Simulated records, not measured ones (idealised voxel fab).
Proc. module: voxel transistor to metal
Cross-sectional view cut (width: 200 nm; square cell size: 5 nm).
Just so we're on the same page, the cross-sections are grids of square cells, and they're listed out in bands top to bottom, each band one or more rows deep. Heads up on the band format: heights come first, top then bottom, in nm. After that it's the materials left to right, each with its width in nm. A single material flagged "edge to edge" fills the whole band edge to edge, and "blank" means there's empty space there. Ref level 0: as-received wafer is one material below here. Bottom band extends down with no lower bound ("0 nm and below"). Per-row width for "30..40": begins at first number (top row of band), ends at second number (bottom row), increment between rows held constant. Step note "all unchanged" = no cross-section cell changed. The entry "Sealed internal cavities" lists the empty spaces that cover at least 8 cells and have no open path to the top. Each is written as width x height at distance, where the distance is measured from the left edge and all three values are in nm. What comes after the settings on a step's line is commentary from the simulator itself on that step. "overlay nm" denotes, for a step that has a mask, the displacement of the mask to the right of its planned place, with negative values corresponding to the left. Quick note on how to read the rest: it's all pairs. You get the cross-section before a process step and the one after, but the after one only goes down as far as the lowest band that changed. The step in between, with its settings, sits under the pair. Heads up, the pairs can come from different runs of this module on the same starting wafer, so don't assume a pair picks up from the one above unless its "State before" entry says it does.
## State before
* 35 nm to 30 nm | blank: 80, then SiN: 5, then blank: 5, then SiCN: 20, then blank: 5, then SiN: 5, then blank: 80
* 30 nm to 20 nm | blank: 80, then SiN: 5, then SiO2: 5, then SiCN: 20, then SiO2: 5, then SiN: 5, then blank: 80
* 20 nm to 10 nm | blank: 80, then SiN: 5, then SiO2: 5, then polySi: 20, then SiO2: 5, then SiN: 5, then blank: 80
* 10 nm to 0 nm | blank: 65, then pSi: 15, then SiN: 5, then SiO2: 5, then polySi: 20, then SiO2: 5, then SiN: 5, then pSi: 15, then blank: 65
* 0 nm to -5 nm | blank: 40, then pSi: 40, then SiO2: 40, then pSi: 20, then blank: 60
* -5 nm to -15 nm | SiO2: 45, then pSi: 35, then Si: 40, then pSi: 15, then SiO2: 65
* -15 nm to -35 nm | SiO2: 45, then Si: 90, then SiO2: 65
* -35 nm and below | Si edge to edge
* Sealed internal cavities: none
## after
* 40 nm to 35 nm | SiO2 edge to edge
* 35 nm to 20 nm | SiO2: 80, then SiN: 5, then SiO2: 5, then SiCN: 20, then SiO2: 5, then SiN: 5, then SiO2: 80
* 20 nm to 10 nm | SiO2: 80, then SiN: 5, then SiO2: 5, then polySi: 20, then SiO2: 5, then SiN: 5, then SiO2: 80
* 10 nm to 0 nm | SiO2: 65, then pSi: 15, then SiN: 5, then SiO2: 5, then polySi: 20, then SiO2: 5, then SiN: 5, then pSi: 15, then SiO2: 65
* 0 nm to -5 nm | SiO2: 40, then pSi: 40, then SiO2: 40, then pSi: 20, then SiO2: 60
* Everything under -5 stays put, no change at all.
* Sealed internal cavities: none
What was done to get from the before section above to the after section? FILL_DEP, material SiO2, thk nm 5
State before: This step starts from the configuration shown after the step in the pair immediately above.
## after
* 35 nm to 20 nm | SiO2: 80, then SiN: 5, then SiO2: 5, then SiCN: 20, then SiO2: 5, then SiN: 5, then SiO2: 80
* Everything under 20 stays put, no change at all.
* Sealed internal cavities: none
What was done to get from the before section above to the after section? CMP, height nm 35
State before: This step starts from the configuration shown after the step in the pair immediately above.
## after
* 45 nm to 35 nm | SiO2 edge to edge
* Everything under 35 stays put, no change at all.
* Sealed internal cavities: none
What was done to get from the before section above to the after section? DIRECTIONAL_DEP, material SiO2, thk nm 10
State before: This step starts from the configuration shown after the step in the pair immediately above.
## after
* 60 nm to 45 nm | aC edge to edge
* Everything under 45 stays put, no change at all.
* Sealed internal cavities: none
What was done to get from the before section above to the after section? DIRECTIONAL_DEP, material aC, thk nm 15
State before: This step starts from the configuration shown after the step in the pair immediately above.
## after
* 90 nm to 60 nm | resist: 55, then blank: 30, then resist: 30, then blank: 30, then resist: 55
* Everything under 60 stays put, no change at all.
* Sealed internal cavities: none
What was done to get from the before section above to the after section? PATTERN, tone open, mask id CONTACT, material resist, width nm 30, pitch nm 60, thk nm 30, overlay nm 0
State before: This step starts from the configuration shown after the step in the pair immediately above.
## after
* 75 nm to 60 nm | resist: 55, then blank: 30, then resist: 30, then blank: 30, then resist: 55
* 60 nm to 45 nm | aC: 55, then blank: 30, then aC: 30, then blank: 30, then aC: 55
* Everything under 45 stays put, no change at all.
* Sealed internal cavities: none
What was done to get from the before section above to the after section? DIRECTIONAL_ETCH, etch materials aC, depth nm 15
State before: This step starts from the configuration shown after the step in the pair immediately above.
## after
* 60 nm to 45 nm | aC: 55, then blank: 30, then aC: 30, then blank: 30, then aC: 55
* Everything under 45 stays put, no change at all.
* Sealed internal cavities: none
What was done to get from the before section above to the after section? STRIP, etch materials resist
State before: This step starts from the configuration shown after the step in the pair immediately above.
## after
* 60 nm to 45 nm | aC: 55, then blank: 30, then aC: 30, then blank: 30, then aC: 55
* 45 nm to 35 nm | SiO2: 55, then blank: 30, then SiO2: 30, then blank: 30, then SiO2: 55
* 35 nm to 20 nm | SiO2: 55, then blank: 25, then SiN: 5, then SiO2: 5, then SiCN: 20, then SiO2: 5, then SiN: 5, then blank: 25, then SiO2: 55
* 20 nm to 10 nm | SiO2: 55, then blank: 25, then SiN: 5, then SiO2: 5, then polySi: 20, then SiO2: 5, then SiN: 5, then blank: 25, then SiO2: 55
* 10 nm to 0 nm | SiO2: 55, then blank: 10, then pSi: 15, then SiN: 5, then SiO2: 5, then polySi: 20, then SiO2: 5, then SiN: 5, then pSi: 15, then blank: 10, then SiO2: 55
* Everything under 0 stays put, no change at all.
* Sealed internal cavities: none
What was done to get from the before section above to the after section? DIRECTIONAL_ETCH, etch materials SiO2, depth nm 45
State before: This step starts from the configuration shown after the step in the pair immediately above.
## after
* 45 nm to 35 nm | SiO2: 55, then blank: 30, then SiO2: 30, then blank: 30, then SiO2: 55
* Everything under 35 stays put, no change at all.
* Sealed internal cavities: none
What was done to get from the before section above to the after section? STRIP, etch materials aC
State before: This step starts from the configuration shown after the step in the pair immediately above.
## after
* 50 nm to 45 nm | TiN: 60, then blank: 20, then TiN: 40, then blank: 20, then TiN: 60
* 45 nm to 35 nm | SiO2: 55, then TiN: 5, then blank: 20..15, then TiN: 5..10, then SiO2: 30, then TiN: 5..10, then blank: 20..15, then TiN: 5, then SiO2: 55
* 35 nm to 20 nm | SiO2: 55, then TiN: 5, then blank: 15, then TiN: 5, then SiN: 5, then SiO2: 5, then SiCN: 20, then SiO2: 5, then SiN: 5, then TiN: 5, then blank: 15, then TiN: 5, then SiO2: 55
* 20 nm to 15 nm | SiO2: 55, then TiN: 5, then blank: 15, then TiN: 5, then SiN: 5, then SiO2: 5, then polySi: 20, then SiO2: 5, then SiN: 5, then TiN: 5, then blank: 15, then TiN: 5, then SiO2: 55
* 15 nm to 10 nm | SiO2: 55, then TiN: 25, then SiN: 5, then SiO2: 5, then polySi: 20, then SiO2: 5, then SiN: 5, then TiN: 25, then SiO2: 55
* 10 nm to 0 nm | SiO2: 55, then TiN: 10, then pSi: 15, then SiN: 5, then SiO2: 5, then polySi: 20, then SiO2: 5, then SiN: 5, then pSi: 15, then TiN: 10, then SiO2: 55
* Everything under 0 stays put, no change at all.
* Sealed internal cavities: none
What was done to get from the before section above to the after section? CONFORMAL_DEP, material TiN, thk nm 5
State before: This step starts from the configuration shown after the step in the pair immediately above.
## after
* 60 nm to 50 nm | Ru edge to edge
* 50 nm to 45 nm | TiN: 60, then Ru: 20, then TiN: 40, then Ru: 20, then TiN: 60
* 45 nm to 35 nm | SiO2: 55, then TiN: 5, then Ru: 20..15, then TiN: 5..10, then SiO2: 30, then TiN: 5..10, then Ru: 20..15, then TiN: 5, then SiO2: 55
* 35 nm to 20 nm | SiO2: 55, then TiN: 5, then Ru: 15, then TiN: 5, then SiN: 5, then SiO2: 5, then SiCN: 20, then SiO2: 5, then SiN: 5, then TiN: 5, then Ru: 15, then TiN: 5, then SiO2: 55
* 20 nm to 15 nm | SiO2: 55, then TiN: 5, then Ru: 15, then TiN: 5, then SiN: 5, then SiO2: 5, then polySi: 20, then SiO2: 5, then SiN: 5, then TiN: 5, then Ru: 15, then TiN: 5, then SiO2: 55
* Everything under 15 stays put, no change at all.
* Sealed internal cavities: none
What was done to get from the before section above to the after section? FILL_DEP, material Ru, thk nm 10
State before: This step starts from the configuration shown after the step in the pair immediately above.
## after
* 45 nm to 35 nm | SiO2: 55, then TiN: 5, then Ru: 20..15, then TiN: 5..10, then SiO2: 30, then TiN: 5..10, then Ru: 20..15, then TiN: 5, then SiO2: 55
* Everything under 35 stays put, no change at all.
* Sealed internal cavities: none
What was done to get from the before section above to the after section? CMP, height nm 45
State before: This step starts from the configuration shown after the step in the pair immediately above.
## after
* 50 nm to 45 nm | TiN edge to edge
* Everything under 45 stays put, no change at all.
* Sealed internal cavities: none
What was done to get from the before section above to the after section? DIRECTIONAL_DEP, material TiN, thk nm 5
State before: This step starts from the configuration shown after the step in the pair immediately above.
## after
* 65 nm to 50 nm | W edge to edge
* Everything under 50 stays put, no change at all.
* Sealed internal cavities: none
What was done to get from the before section above to the after section? DIRECTIONAL_DEP, material W, thk nm 15
State before: This step starts from the configuration shown after the step in the pair immediately above.
## after
* 80 nm to 65 nm | blank: 55, then resist: 20, then blank: 50, then resist: 20, then blank: 55
* Everything under 65 stays put, no change at all.
* Sealed internal cavities: none
What was done to get from the before section above to the after section? PATTERN, tone cover, mask id METAL_1, material resist, width nm 20, pitch nm 70, thk nm 15, overlay nm 0
State before: This step starts from the configuration shown after the step in the pair immediately above.
## after
* 80 nm to 65 nm | blank: 55, then resist: 20, then blank: 50, then resist: 20, then blank: 55
* 65 nm to 50 nm | blank: 55, then W: 20, then blank: 50, then W: 20, then blank: 55
* Everything under 50 stays put, no change at all.
* Sealed internal cavities: none
What was done to get from the before section above to the after section? DIRECTIONAL_ETCH, etch materials W, depth nm 15
State before: This step starts from the configuration shown after the step in the pair immediately above.
## after
* 80 nm to 65 nm | blank: 55, then resist: 20, then blank: 50, then resist: 20, then blank: 55
* 65 nm to 50 nm | blank: 55, then W: 20, then blank: 50, then W: 20, then blank: 55
* 50 nm to 45 nm | blank: 55, then TiN: 20, then blank: 50, then TiN: 20, then blank: 55
* Everything under 45 stays put, no change at all.
* Sealed internal cavities: none
What was done to get from the before section above to the after section? DIRECTIONAL_ETCH, etch materials TiN, depth nm 5
State before: This step starts from the configuration shown after the step in the pair immediately above.
## after
* 65 nm to 50 nm | blank: 55, then W: 20, then blank: 50, then W: 20, then blank: 55
* Everything under 50 stays put, no change at all.
* Sealed internal cavities: none
What was done to get from the before section above to the after section? STRIP, etch materials resist
State before: This step starts from the configuration shown after the step in the pair immediately above.
## after
* 70 nm to 65 nm | lowk edge to edge
* 65 nm to 50 nm | lowk: 55, then W: 20, then lowk: 50, then W: 20, then lowk: 55
* 50 nm to 45 nm | lowk: 55, then TiN: 20, then lowk: 50, then TiN: 20, then lowk: 55
* Everything under 45 stays put, no change at all.
* Sealed internal cavities: none
What was done to get from the before section above to the after section? FILL_DEP, material lowk, thk nm 5
State before: This step starts from the configuration shown after the step in the pair immediately above.
## after
* 65 nm to 50 nm | lowk: 55, then W: 20, then lowk: 50, then W: 20, then lowk: 55
* Everything under 50 stays put, no change at all.
* Sealed internal cavities: none
What was done to get from the before section above to the after section? CMP, height nm 65
State before: This step starts from the configuration shown after the step in the pair immediately above.
## after
* 70 nm to 65 nm | SiCN edge to edge
* Everything under 65 stays put, no change at all.
* Sealed internal cavities: none
What was done to get from the before section above to the after section? CONFORMAL_DEP, material SiCN, thk nm 5
State before: This step starts from the configuration shown after the step in the pair immediately above.
## after
* 100 nm to 70 nm | lowk edge to edge
* Everything under 70 stays put, no change at all.
* Sealed internal cavities: none
What was done to get from the before section above to the after section? DIRECTIONAL_DEP, material lowk, thk nm 30
State before: This step starts from the configuration shown after the step in the pair immediately above.
## after
* 100 nm to 70 nm | lowk: 55, then blank: 15, then lowk: 55, then blank: 15, then lowk: 60
* Everything under 70 stays put, no change at all.
* Sealed internal cavities: none
What was done to get from the before section above to the after section? MASKED_ETCH, tone open, mask id METAL_2_HOLES, width nm 15, pitch nm 70, etch materials lowk, depth nm 30, overlay nm 0
State before: This step starts from the configuration shown after the step in the pair immediately above.
## after
* 100 nm to 80 nm | lowk: 55, then blank: 20, then lowk: 50, then blank: 20, then lowk: 55
* Everything under 80 stays put, no change at all.
* Sealed internal cavities: none
What was done to get from the before section above to the after section? MASKED_ETCH, tone open, mask id METAL_2, width nm 20, pitch nm 70, etch materials lowk, depth nm 20, overlay nm 0
State before: This step starts from the configuration shown after the step in the pair immediately above.
## after
* 100 nm to 80 nm | lowk: 55, then blank: 20, then lowk: 50, then blank: 20, then lowk: 55
* 80 nm to 70 nm | lowk: 55, then blank: 15, then lowk: 55, then blank: 15, then lowk: 60
* 70 nm to 65 nm | SiCN: 55, then blank: 15, then SiCN: 55, then blank: 15, then SiCN: 60
* Everything under 65 stays put, no change at all.
* Sealed internal cavities: none
What was done to get from the before section above to the after section? MASKED_ETCH, tone open, mask id METAL_2, width nm 20, pitch nm 70, etch materials SiCN, depth nm 5, overlay nm 0
State before: This step starts from the configuration shown after the step in the pair immediately above.
## after
* 105 nm to 100 nm | TiN: 60, then blank: 10, then TiN: 60, then blank: 10, then TiN: 60
* 100 nm to 85 nm | lowk: 55, then TiN: 5, then blank: 10, then TiN: 5, then lowk: 50, then TiN: 5, then blank: 10, then TiN: 5, then lowk: 55
* 85 nm to 80 nm | lowk: 55, then TiN: 5, then blank: 5, then TiN: 10, then lowk: 50, then TiN: 5, then blank: 5, then TiN: 10, then lowk: 55
* 80 nm to 70 nm | lowk: 55, then TiN: 5, then blank: 5, then TiN: 5, then lowk: 55, then TiN: 5, then blank: 5, then TiN: 5, then lowk: 60
* 70 nm to 65 nm | SiCN: 55, then TiN: 15, then SiCN: 55, then TiN: 15, then SiCN: 60
* Everything under 65 stays put, no change at all.
* Sealed internal cavities: none
What was done to get from the before section above to the after section? CONFORMAL_DEP, material TiN, thk nm 5
State before: This step starts from the configuration shown after the step in the pair immediately above.
## after
* 110 nm to 105 nm | Ru edge to edge
* 105 nm to 100 nm | TiN: 60, then Ru: 10, then TiN: 60, then Ru: 10, then TiN: 60
* 100 nm to 85 nm | lowk: 55, then TiN: 5, then Ru: 10, then TiN: 5, then lowk: 50, then TiN: 5, then Ru: 10, then TiN: 5, then lowk: 55
* 85 nm to 80 nm | lowk: 55, then TiN: 5, then Ru: 5, then TiN: 10, then lowk: 50, then TiN: 5, then Ru: 5, then TiN: 10, then lowk: 55
* 80 nm to 70 nm | lowk: 55, then TiN: 5, then Ru: 5, then TiN: 5, then lowk: 55, then TiN: 5, then Ru: 5, then TiN: 5, then lowk: 60
* Everything under 70 stays put, no change at all.
* Sealed internal cavities: none
What was done to get from the before section above to the after section? FILL_DEP, material Ru, thk nm 5
State before: This step starts from the configuration shown after the step in the pair immediately above.
## after
* 100 nm to 85 nm | lowk: 55, then TiN: 5, then Ru: 10, then TiN: 5, then lowk: 50, then TiN: 5, then Ru: 10, then TiN: 5, then lowk: 55
* Everything under 85 stays put, no change at all.
* Sealed internal cavities: none
What was done to get from the before section above to the after section? CMP, height nm 100
State before: This step starts from the configuration shown after the step in the pair immediately above.
## after
* 105 nm to 100 nm | SiN edge to edge
* Everything under 100 stays put, no change at all.
* Sealed internal cavities: none
What was done to get from the before section above to the after section? CONFORMAL_DEP, material SiN, thk nm 5
## State before
* 65 nm to 50 nm | blank: 55, then W: 20, then blank: 50, then W: 20, then blank: 55
* 50 nm to 45 nm | blank: 55, then TiN: 20, then blank: 50, then TiN: 20, then blank: 55
* 45 nm to 35 nm | SiO2: 55, then TiN: 5, then Ru: 20..15, then TiN: 5..10, then SiO2: 30, then TiN: 5..10, then Ru: 20..15, then TiN: 5, then SiO2: 55
* 35 nm to 20 nm | SiO2: 55, then TiN: 5, then Ru: 15, then TiN: 5, then SiN: 5, then SiO2: 5, then SiCN: 20, then SiO2: 5, then SiN: 5, then TiN: 5, then Ru: 15, then TiN: 5, then SiO2: 55
* 20 nm to 15 nm | SiO2: 55, then TiN: 5, then Ru: 15, then TiN: 5, then SiN: 5, then SiO2: 5, then polySi: 20, then SiO2: 5, then SiN: 5, then TiN: 5, then Ru: 15, then TiN: 5, then SiO2: 55
* 15 nm to 10 nm | SiO2: 55, then TiN: 25, then SiN: 5, then SiO2: 5, then polySi: 20, then SiO2: 5, then SiN: 5, then TiN: 25, then SiO2: 55
* 10 nm to 0 nm | SiO2: 55, then TiN: 10, then pSi: 15, then SiN: 5, then SiO2: 5, then polySi: 20, then SiO2: 5, then SiN: 5, then pSi: 15, then TiN: 10, then SiO2: 55
* 0 nm to -5 nm | SiO2: 50, then pSi: 30, then SiO2: 40, then pSi: 30, then SiO2: 50
* -5 nm to -15 nm | SiO2: 55, then pSi: 25, then Si: 40, then pSi: 25, then SiO2: 55
* -15 nm to -35 nm | SiO2: 55, then Si: 90, then SiO2: 55
* -35 nm and below | Si edge to edge
* Sealed internal cavities: none
## after
* 70 nm to 65 nm | TiN edge to edge
* 65 nm to 50 nm | TiN: 55, then W: 20, then TiN: 50, then W: 20, then TiN: 55
* 50 nm to 45 nm | TiN edge to edge
* Everything under 45 stays put, no change at all.
* Sealed internal cavities: none
What was done to get from the before section above to the after section? FILL_DEP, material TiN, thk nm 5
State before: This step starts from the configuration shown after the step in the pair immediately above.
## after
* 65 nm to 50 nm | TiN: 55, then W: 20, then TiN: 50, then W: 20, then TiN: 55
* Everything under 50 stays put, no change at all.
* Sealed internal cavities: none
What was done to get from the before section above to the after section? CMP, height nm 65
State before: This step starts from the configuration shown after the step in the pair immediately above.
## after
* 70 nm to 65 nm | SiCN edge to edge
* Everything under 65 stays put, no change at all.
* Sealed internal cavities: none
What was done to get from the before section above to the after section? CONFORMAL_DEP, material SiCN, thk nm 5
State before: This step starts from the configuration shown after the step in the pair immediately above.
## after
* 100 nm to 70 nm | lowk edge to edge
* Everything under 70 stays put, no change at all.
* Sealed internal cavities: none
What was done to get from the before section above to the after section? DIRECTIONAL_DEP, material lowk, thk nm 30
State before: This step starts from the configuration shown after the step in the pair immediately above.
## after
* 100 nm to 70 nm | lowk: 55, then blank: 15, then lowk: 55, then blank: 15, then lowk: 60
* Everything under 70 stays put, no change at all.
* Sealed internal cavities: none
What was done to get from the before section above to the after section? MASKED_ETCH, tone open, mask id METAL_2_HOLES, width nm 15, pitch nm 70, etch materials lowk, depth nm 30, overlay nm 0
State before: This step starts from the configuration shown after the step in the pair immediately above.
## after
* 100 nm to 80 nm | lowk: 55, then blank: 20, then lowk: 50, then blank: 20, then lowk: 55
* Everything under 80 stays put, no change at all.
* Sealed internal cavities: none
What was done to get from the before section above to the after section? MASKED_ETCH, tone open, mask id METAL_2, width nm 20, pitch nm 70, etch materials lowk, depth nm 20, overlay nm 0
State before: This step starts from the configuration shown after the step in the pair immediately above.
## after
* 100 nm to 80 nm | lowk: 55, then blank: 20, then lowk: 50, then blank: 20, then lowk: 55
* 80 nm to 70 nm | lowk: 55, then blank: 15, then lowk: 55, then blank: 15, then lowk: 60
* 70 nm to 65 nm | SiCN: 55, then blank: 15, then SiCN: 55, then blank: 15, then SiCN: 60
* Everything under 65 stays put, no change at all.
* Sealed internal cavities: none
What was done to get from the before section above to the after section? MASKED_ETCH, tone open, mask id METAL_2, width nm 20, pitch nm 70, etch materials SiCN, depth nm 5, overlay nm 0
State before: This step starts from the configuration shown after the step in the pair immediately above.
## after
* 105 nm to 100 nm | TiN: 60, then blank: 10, then TiN: 60, then blank: 10, then TiN: 60
* 100 nm to 85 nm | lowk: 55, then TiN: 5, then blank: 10, then TiN: 5, then lowk: 50, then TiN: 5, then blank: 10, then TiN: 5, then lowk: 55
* 85 nm to 80 nm | lowk: 55, then TiN: 5, then blank: 5, then TiN: 10, then lowk: 50, then TiN: 5, then blank: 5, then TiN: 10, then lowk: 55
* 80 nm to 70 nm | lowk: 55, then TiN: 5, then blank: 5, then TiN: 5, then lowk: 55, then TiN: 5, then blank: 5, then TiN: 5, then lowk: 60
* 70 nm to 65 nm | SiCN: 55, then TiN: 15, then SiCN: 55, then TiN: 15, then SiCN: 60
* Everything under 65 stays put, no change at all.
* Sealed internal cavities: none
What was done to get from the before section above to the after section? CONFORMAL_DEP, material TiN, thk nm 5
State before: This step starts from the configuration shown after the step in the pair immediately above.
## after
* 110 nm to 105 nm | Ru edge to edge
* 105 nm to 100 nm | TiN: 60, then Ru: 10, then TiN: 60, then Ru: 10, then TiN: 60
* 100 nm to 85 nm | lowk: 55, then TiN: 5, then Ru: 10, then TiN: 5, then lowk: 50, then TiN: 5, then Ru: 10, then TiN: 5, then lowk: 55
* 85 nm to 80 nm | lowk: 55, then TiN: 5, then Ru: 5, then TiN: 10, then lowk: 50, then TiN: 5, then Ru: 5, then TiN: 10, then lowk: 55
* 80 nm to 70 nm | lowk: 55, then TiN: 5, then Ru: 5, then TiN: 5, then lowk: 55, then TiN: 5, then Ru: 5, then TiN: 5, then lowk: 60
* Everything under 70 stays put, no change at all.
* Sealed internal cavities: none
What was done to get from the before section above to the after section? FILL_DEP, material Ru, thk nm 5
State before: This step starts from the configuration shown after the step in the pair immediately above.
## after
* 100 nm to 85 nm | lowk: 55, then TiN: 5, then Ru: 10, then TiN: 5, then lowk: 50, then TiN: 5, then Ru: 10, then TiN: 5, then lowk: 55
* Everything under 85 stays put, no change at all.
* Sealed internal cavities: none
What was done to get from the before section above to the after section? CMP, height nm 100
State before: This step starts from the configuration shown after the step in the pair immediately above.
## after
* 105 nm to 100 nm | SiN edge to edge
* Everything under 100 stays put, no change at all.
* Sealed internal cavities: none
What was done to get from the before section above to the after section? CONFORMAL_DEP, material SiN, thk nm 5
## State before
* 35 nm to 20 nm | SiCN edge to edge
* 20 nm to 0 nm | polySi edge to edge
* 0 nm to -5 nm | SiO2 edge to edge
* -5 nm to -35 nm | SiO2: 55, then Si: 90, then SiO2: 55
* -35 nm and below | Si edge to edge
* Sealed internal cavities: none
## after
* 55 nm to 35 nm | resist: 90, then blank: 20, then resist: 90
* Everything under 35 stays put, no change at all.
* Sealed internal cavities: none
What was done to get from the before section above to the after section? PATTERN, tone open, mask id GATE, material resist, width nm 20, thk nm 20, overlay nm 0
State before: This step starts from the configuration shown after the step in the pair immediately above.
## after
* 55 nm to 35 nm | resist: 90, then blank: 20, then resist: 90
* 35 nm to 20 nm | SiCN: 90, then blank: 20, then SiCN: 90
* Everything under 20 stays put, no change at all.
* Sealed internal cavities: none
What was done to get from the before section above to the after section? DIRECTIONAL_ETCH, etch materials SiCN, depth nm 25
State before: This step starts from the configuration shown after the step in the pair immediately above.
## after
* 55 nm to 35 nm | resist: 90, then blank: 20, then resist: 90
* 35 nm to 20 nm | SiCN: 90, then blank: 20, then SiCN: 90
* 20 nm to 0 nm | polySi: 90, then blank: 20, then polySi: 90
* Everything under 0 stays put, no change at all.
* Sealed internal cavities: none
What was done to get from the before section above to the after section? DIRECTIONAL_ETCH, etch materials polySi, depth nm 30
State before: This step starts from the configuration shown after the step in the pair immediately above.
## after
* 35 nm to 20 nm | SiCN: 90, then blank: 20, then SiCN: 90
* Everything under 20 stays put, no change at all.
* Sealed internal cavities: none
What was done to get from the before section above to the after section? STRIP, etch materials resist
State before: This step starts from the configuration shown after the step in the pair immediately above.
## after
* 40 nm to 35 nm | SiO2: 95, then blank: 10, then SiO2: 95
* 35 nm to 20 nm | SiCN: 90, then SiO2: 5, then blank: 10, then SiO2: 5, then SiCN: 90
* 20 nm to 5 nm | polySi: 90, then SiO2: 5, then blank: 10, then SiO2: 5, then polySi: 90
* 5 nm to 0 nm | polySi: 90, then SiO2: 20, then polySi: 90
* Everything under 0 stays put, no change at all.
* Sealed internal cavities: none
What was done to get from the before section above to the after section? CONFORMAL_DEP, material SiO2, thk nm 5
State before: This step starts from the configuration shown after the step in the pair immediately above.
## after
* 35 nm to 20 nm | SiCN: 90, then SiO2: 5, then blank: 10, then SiO2: 5, then SiCN: 90
* 20 nm to 0 nm | polySi: 90, then SiO2: 5, then blank: 10, then SiO2: 5, then polySi: 90
* Everything under 0 stays put, no change at all.
* Sealed internal cavities: none
What was done to get from the before section above to the after section? DIRECTIONAL_ETCH, etch materials SiO2, depth nm 5
State before: This step starts from the configuration shown after the step in the pair immediately above.
## after
* 40 nm to 35 nm | SiN edge to edge
* 35 nm to 20 nm | SiCN: 90, then SiO2: 5, then SiN: 10, then SiO2: 5, then SiCN: 90
* 20 nm to 0 nm | polySi: 90, then SiO2: 5, then SiN: 10, then SiO2: 5, then polySi: 90
* Everything under 0 stays put, no change at all.
* Sealed internal cavities: none
What was done to get from the before section above to the after section? CONFORMAL_DEP, material SiN, thk nm 5
State before: This step starts from the configuration shown after the step in the pair immediately above.
## after
* 35 nm to 20 nm | SiCN: 90, then SiO2: 5, then SiN: 10, then SiO2: 5, then SiCN: 90
* Everything under 20 stays put, no change at all.
* Sealed internal cavities: none
What was done to get from the before section above to the after section? DIRECTIONAL_ETCH, etch materials SiN, depth nm 5
State before: This step starts from the configuration shown after the step in the pair immediately above.
## after
* 35 nm to 30 nm | SiCN: 90, then blank: 5, then SiN: 10, then blank: 5, then SiCN: 90
* Everything under 30 stays put, no change at all.
* Sealed internal cavities: none
What was done to get from the before section above to the after section? DIRECTIONAL_ETCH, etch materials SiO2, depth nm 5
State before: This step starts from the configuration shown after the step in the pair immediately above.
## after
* 40 nm to 35 nm | SiO2 edge to edge
* 35 nm to 20 nm | SiCN: 90, then SiO2: 5, then SiN: 10, then SiO2: 5, then SiCN: 90
* Everything under 20 stays put, no change at all.
* Sealed internal cavities: none
What was done to get from the before section above to the after section? FILL_DEP, material SiO2, thk nm 5
State before: This step starts from the configuration shown after the step in the pair immediately above.
## after
* 35 nm to 20 nm | SiCN: 90, then SiO2: 5, then SiN: 10, then SiO2: 5, then SiCN: 90
* Everything under 20 stays put, no change at all.
* Sealed internal cavities: none
What was done to get from the before section above to the after section? CMP, height nm 35
State before: This step starts from the configuration shown after the step in the pair immediately above.
## after
* 45 nm to 35 nm | SiO2 edge to edge
* Everything under 35 stays put, no change at all.
* Sealed internal cavities: none
What was done to get from the before section above to the after section? DIRECTIONAL_DEP, material SiO2, thk nm 10
State before: This step starts from the configuration shown after the step in the pair immediately above.
## after
* 60 nm to 45 nm | aC edge to edge
* Everything under 45 stays put, no change at all.
* Sealed internal cavities: none
What was done to get from the before section above to the after section? DIRECTIONAL_DEP, material aC, thk nm 15
State before: This step starts from the configuration shown after the step in the pair immediately above.
## after
* 90 nm to 60 nm | resist: 55, then blank: 30, then resist: 30, then blank: 30, then resist: 55
* Everything under 60 stays put, no change at all.
* Sealed internal cavities: none
What was done to get from the before section above to the after section? PATTERN, tone open, mask id CONTACT, material resist, width nm 30, pitch nm 60, thk nm 30, overlay nm 0
State before: This step starts from the configuration shown after the step in the pair immediately above.
## after
* 75 nm to 60 nm | resist: 55, then blank: 30, then resist: 30, then blank: 30, then resist: 55
* 60 nm to 45 nm | aC: 55, then blank: 30, then aC: 30, then blank: 30, then aC: 55
* Everything under 45 stays put, no change at all.
* Sealed internal cavities: none
What was done to get from the before section above to the after section? DIRECTIONAL_ETCH, etch materials aC, depth nm 15
State before: This step starts from the configuration shown after the step in the pair immediately above.
## after
* 60 nm to 45 nm | aC: 55, then blank: 30, then aC: 30, then blank: 30, then aC: 55
* Everything under 45 stays put, no change at all.
* Sealed internal cavities: none
What was done to get from the before section above to the after section? STRIP, etch materials resist
State before: This step starts from the configuration shown after the step in the pair immediately above.
## after
* 60 nm to 45 nm | aC: 55, then blank: 30, then aC: 30, then blank: 30, then aC: 55
* 45 nm to 35 nm | SiO2: 55, then blank: 30, then SiO2: 30, then blank: 30, then SiO2: 55
* Everything under 35 stays put, no change at all.
* Sealed internal cavities: none
What was done to get from the before section above to the after section? DIRECTIONAL_ETCH, etch materials SiO2, depth nm 45
State before: This step starts from the configuration shown after the step in the pair immediately above.
## after
* 45 nm to 35 nm | SiO2: 55, then blank: 30, then SiO2: 30, then blank: 30, then SiO2: 55
* Everything under 35 stays put, no change at all.
* Sealed internal cavities: none
What was done to get from the before section above to the after section? STRIP, etch materials aC
State before: This step starts from the configuration shown after the step in the pair immediately above.
## after
* 50 nm to 45 nm | TiN: 60, then blank: 20, then TiN: 40, then blank: 20, then TiN: 60
* 45 nm to 40 nm | SiO2: 55, then TiN: 5, then blank: 20, then TiN: 5, then SiO2: 30, then TiN: 5, then blank: 20, then TiN: 5, then SiO2: 55
* 40 nm to 35 nm | SiO2: 55, then TiN: 30, then SiO2: 30, then TiN: 30, then SiO2: 55
* Everything under 35 stays put, no change at all.
* Sealed internal cavities: none
What was done to get from the before section above to the after section? CONFORMAL_DEP, material TiN, thk nm 5
State before: This step starts from the configuration shown after the step in the pair immediately above.
## after
* 60 nm to 50 nm | Ru edge to edge
* 50 nm to 45 nm | TiN: 60, then Ru: 20, then TiN: 40, then Ru: 20, then TiN: 60
* 45 nm to 40 nm | SiO2: 55, then TiN: 5, then Ru: 20, then TiN: 5, then SiO2: 30, then TiN: 5, then Ru: 20, then TiN: 5, then SiO2: 55
* Everything under 40 stays put, no change at all.
* Sealed internal cavities: none
What was done to get from the before section above to the after section? FILL_DEP, material Ru, thk nm 10
State before: This step starts from the configuration shown after the step in the pair immediately above.
## after
* 45 nm to 40 nm | SiO2: 55, then TiN: 5, then Ru: 20, then TiN: 5, then SiO2: 30, then TiN: 5, then Ru: 20, then TiN: 5, then SiO2: 55
* Everything under 40 stays put, no change at all.
* Sealed internal cavities: none
What was done to get from the before section above to the after section? CMP, height nm 45
State before: This step starts from the configuration shown after the step in the pair immediately above.
## after
* 50 nm to 45 nm | TiN edge to edge
* Everything under 45 stays put, no change at all.
* Sealed internal cavities: none
What was done to get from the before section above to the after section? DIRECTIONAL_DEP, material TiN, thk nm 5
State before: This step starts from the configuration shown after the step in the pair immediately above.
## after
* 65 nm to 50 nm | W edge to edge
* Everything under 50 stays put, no change at all.
* Sealed internal cavities: none
What was done to get from the before section above to the after section? DIRECTIONAL_DEP, material W, thk nm 15
